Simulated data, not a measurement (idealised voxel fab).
Process module under the name voxel ribs on slabs
Shown is cross-section cut, with a width of 280 nm and square cells of size 5 nm.
Cross-section format: a grid of square cells, given as bands from top to bottom; each band is one or more rows of cells.
Band: top and bottom heights (nm) first, top before bottom; then materials from left to right, widths in nm. "full width" marks a sole material filling the band edge to edge. "blank" denotes empty space.
Height reference: 0 = level under which incoming wafer is all one material. Lowest band: no bottom, runs on downward, e.g. "top 0, no bottom".
The expression "30 to 40" gives the width at the extremes of the band, the first number at its top row of cells and the second at its bottom row, with the width changing by equal amounts from each row to the next in between.
Take "nothing different" at face value: in the step it is given for, the cross-section changed in none of its cells.
The label "Voids, enclosed" introduces a list of the empty spaces, 8 cells or larger, that have no open way up to the top; each entry in it reads width x height at distance, where the distance is taken from the left edge and all three are stated in nm.
On each step's line, the part that comes after the settings is the simulator's own comment on the step.
"overlay nm" answers the question of how far to the right of plan the mask lay on a step that has a mask, and when it is negative the answer is to the left.
[The following list gives the planned process steps]
| 1 | RECEIVE [material Si] |
| 2 | DIRECTIONAL_DEP [material SiO2] [thk nm 25] |
| 3 | DIRECTIONAL_DEP [material SiN] [thk nm 25] |
| 4 | MASKED_ETCH [tone cover] [mask id RIB] [width nm 15] [etch materials SiN] [depth nm 15] [overlay nm 0] |
| 5 | PATTERN [tone cover] [mask id SLAB] [material resist] [width nm 55] [thk nm 20] [overlay nm 0] |
| 6 | DIRECTIONAL_ETCH [etch materials SiN] [depth nm 10] |
| 7 | STRIP [etch materials resist] |
| 8 | FILL_DEP [material SiO2] [thk nm 20] |
| 9 | CMP [height nm 65] |
| 10 | DIRECTIONAL_DEP [material TiN] [thk nm 10] |
| 11 | DIRECTIONAL_DEP [material aC] [thk nm 15] |
| 12 | PATTERN [tone cover] [mask id HEATER] [material resist] [width nm 25] [thk nm 35] [overlay nm 0] |
| 13 | DIRECTIONAL_ETCH [etch materials aC] [depth nm 15] |
| 14 | STRIP [etch materials resist] |
| 15 | DIRECTIONAL_ETCH [etch materials TiN] [depth nm 10] |
| 16 | STRIP [etch materials aC] |
| 17 | CONFORMAL_DEP [material SiN] [thk nm 10] |
[Shown in cross-section is the wafer as received, that is, as it stands after step 1]
> top 0, no bottom  Si full width
> Voids, enclosed: none
[Figure: cross-sectional view of the wafer upon completion of the module, processed from the initial state and according to the plan depicted above, with one error introduced during execution]
> top 85, bottom 75  blank 115 nm, then SiN 45 nm, then blank 120 nm
> top 75, bottom 65  SiN 125 nm, then TiN 25 nm, then SiN 130 nm
> top 65, bottom 60  SiO2 130 nm, then SiN 15 nm, then SiO2 135 nm
> top 60, bottom 50  SiO2 110 nm, then SiN 55 nm, then SiO2 115 nm
> top 50, bottom 25  SiN full width
> top 25, bottom 0  SiO2 full width
> top 0, no bottom  Si full width
> Voids, enclosed: none
In executing the process, a mistake was made relative to the plan: execution of plan step 3 occurred twice
